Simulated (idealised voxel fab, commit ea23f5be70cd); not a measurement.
This section sets out a process module, namely voxel quadruple lines.
FYI the section here is cut, 280 nm wide, cells are 5 nm squares.
Each cross-section below is a grid of square cells, stated as bands in top-down order, with one or more rows of cells making up each band.
Each band's line starts with the height of the band's top and of its bottom, in nm. Then come its materials from left to right, each with its width in nm. One material with "everywhere" fills the band from edge to edge. "empty" is empty space.
Note: height 0 marks the level under which the wafer is uniformly one material as received. Lowest band unbounded below, written "top 0, no bottom".
When a width is written as two numbers, as in "30 to 40", the first number is the width in the top row of cells of the band and the second is the width in its bottom row, and the width changes by the same amount from each row to the next.
Given "nothing got changed" for a step, no cell of the cross-section differs between before and after that step.
"Closed cavities": empty spaces of 8 cells or more with no open way to the top, each given as width x height at distance, distance from the left edge, all in nm.
after a step's settings: what the simulator itself notes on the step
"overlay nm" answers the question of how far to the right of plan the mask lay on a step that has a mask, and when it is negative the answer is to the left.
Steps planned for the process
| 1 | RECEIVE,material Si |
| 2 | CONFORMAL_DEP,material SiO2,thk nm 10 |
| 3 | DIRECTIONAL_DEP,material W,thk nm 15 |
| 4 | DIRECTIONAL_DEP,material polySi,thk nm 20 |
| 5 | DIRECTIONAL_DEP,material aC,thk nm 20 |
| 6 | PATTERN,tone cover,mask id MANDREL,material resist,width nm 30,thk nm 25,overlay nm 0 |
| 7 | DIRECTIONAL_ETCH,etch materials aC,depth nm 20 |
| 8 | STRIP,etch materials resist |
| 9 | CONFORMAL_DEP,material SiO2,thk nm 10 |
| 10 | DIRECTIONAL_ETCH,etch materials SiO2,depth nm 10 |
| 11 | STRIP,etch materials aC |
| 12 | DIRECTIONAL_ETCH,etch materials polySi,depth nm 20 |
| 13 | STRIP,etch materials SiO2 |
| 14 | CONFORMAL_DEP,material SiN,thk nm 10 |
| 15 | DIRECTIONAL_ETCH,etch materials SiN,depth nm 10 |
| 16 | STRIP,etch materials polySi |
| 17 | DIRECTIONAL_ETCH,etch materials W,depth nm 15 |
| 18 | STRIP,etch materials SiN |
Cross-sectional view of the wafer in its as-received condition, corresponding to the state after step 1
top 0, no bottom: Si everywhere
Closed cavities: none
What the wafer looks like in cross-section after this module, when it starts as shown above and follows the plan above but one mistake is made in running it
top 25, bottom 10: 115 of empty; 10 of W; 10 of empty; 10 of W; 10 of empty; 10 of W; 10 of empty; 10 of W; 95 of empty
top 10, bottom 0: SiO2 everywhere
top 0, no bottom: Si everywhere
Closed cavities: none
Here's what went sideways: step 6 was not run as planned; what actually ran was PATTERN,tone cover,mask id MANDREL,material resist,width nm 30,thk nm 25,overlay nm 10
